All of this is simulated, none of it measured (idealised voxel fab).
The document below concerns the process module designated voxel wiring stack.
The cross-section shown here is cut; it is 180 nm wide and divided into square cells measuring 5 nm on a side.
Cross-section layout: square cells on a grid; listed as bands, top to bottom; a band spans one or more cell rows. Each band's line starts with the height of the band's top and of its bottom, in nm. Then come its materials from left to right, each with its width in nm. One material with "everywhere" fills the band from edge to edge. "air" is empty space. Note: height 0 marks the level under which the wafer is uniformly one material as received. Lowest band unbounded below, written "0 nm and below". A two-number width, for instance "30 to 40", indicates that the width is equal to the first number in the top row of the band and to the second number in the bottom row, and that it changes by a constant amount per row of cells. Step note "identical to before" = no cross-section cell changed. Empty spaces without an open route to the top, at least 8 cells in extent, make up the entry "Completely sealed voids"; each is given as width x height at distance, where the distance is measured from the left edge, and all are in nm. If you see something after the settings on a step's line, that's the simulator's own remark about that step. What "overlay nm" on a step's line means: if the step has a mask, that mask lay this far to the right of its planned place, or, when the value is negative, to the left.

[Here's what the planned process steps look like]
1) RECEIVE | material Si
2) CONFORMAL_DEP | material SiO2 | thk nm 10
3) DIRECTIONAL_DEP | material TiN | thk nm 5
4) DIRECTIONAL_DEP | material W | thk nm 20
5) MASKED_ETCH | tone cover | mask id METAL_1 | width nm 25 | pitch nm 45 | etch materials W | depth nm 20 | overlay nm 0
6) MASKED_ETCH | tone cover | mask id METAL_1 | width nm 25 | pitch nm 45 | etch materials TiN | depth nm 5 | overlay nm 0
7) FILL_DEP | material SiO2 | thk nm 5
8) CMP | height nm 35
9) CONFORMAL_DEP | material SiCN | thk nm 5
10) DIRECTIONAL_DEP | material lowk | thk nm 25
11) DIRECTIONAL_DEP | material aC | thk nm 5
12) PATTERN | tone open | mask id METAL_2_HOLES | material resist | width nm 15 | pitch nm 45 | thk nm 30 | overlay nm 0
13) DIRECTIONAL_ETCH | etch materials aC | depth nm 15
14) STRIP | etch materials resist
15) DIRECTIONAL_ETCH | etch materials lowk | depth nm 25
16) STRIP | etch materials aC
17) PATTERN | tone open | mask id METAL_2 | material resist | width nm 25 | pitch nm 45 | thk nm 15 | overlay nm 0
18) DIRECTIONAL_ETCH | etch materials lowk | depth nm 15
19) DIRECTIONAL_ETCH | etch materials SiCN | depth nm 5
20) STRIP | etch materials resist
21) CONFORMAL_DEP | material TiN | thk nm 5
22) FILL_DEP | material Cu | thk nm 10
23) CMP | height nm 65
24) CONFORMAL_DEP | material SiCN | thk nm 5
25) DIRECTIONAL_DEP | material SiO2 | thk nm 25
26) MASKED_ETCH | tone open | mask id METAL_3_HOLES | width nm 15 | pitch nm 45 | etch materials SiO2 | depth nm 25 | overlay nm 0
27) DIRECTIONAL_DEP | material aC | thk nm 15
28) PATTERN | tone open | mask id METAL_3 | material resist | width nm 25 | pitch nm 45 | thk nm 30 | overlay nm 0
29) DIRECTIONAL_ETCH | etch materials aC | depth nm 15
30) STRIP | etch materials resist
31) DIRECTIONAL_ETCH | etch materials SiO2 | depth nm 15
32) DIRECTIONAL_ETCH | etch materials SiCN | depth nm 5
33) STRIP | etch materials aC
34) CONFORMAL_DEP | material TiN | thk nm 5
35) FILL_DEP | material Cu | thk nm 5
36) CMP | height nm 95
37) CONFORMAL_DEP | material SiCN | thk nm 5
Wafer-to-wafer difference: thk nm, step 11. Common start. Plan = first wafer's value.

[As-received cross-section, first of several wafers, post step 1]
  0 nm and below | Si everywhere
  Completely sealed voids: none

[Quick key for the table: a row per wafer, taken at the end of the module. For each material it tells you how many cells the wafer gained (+) or lost (-) since it came in, and the closed voids come after]
thk nm 5, +36 Cu, +96 SiCN, +340 SiO2, +70 TiN, +40 W, +138 lowk, Completely sealed voids: none
thk nm 10, +36 Cu, +96 SiCN, +340 SiO2, +70 TiN, +40 W, +138 lowk, Completely sealed voids: none
thk nm 15, +36 Cu, +96 SiCN, +340 SiO2, +70 TiN, +40 W, +138 lowk, Completely sealed voids: none
thk nm 20, +30 Cu, +102 SiCN, +340 SiO2, +58 TiN, +40 W, +150 lowk, Completely sealed voids: none
thk nm 25, +30 Cu, +102 SiCN, +340 SiO2, +58 TiN, +40 W, +150 lowk, Completely sealed voids: none
thk nm 30, +30 Cu, +102 SiCN, +340 SiO2, +58 TiN, +40 W, +150 lowk, Completely sealed voids: none
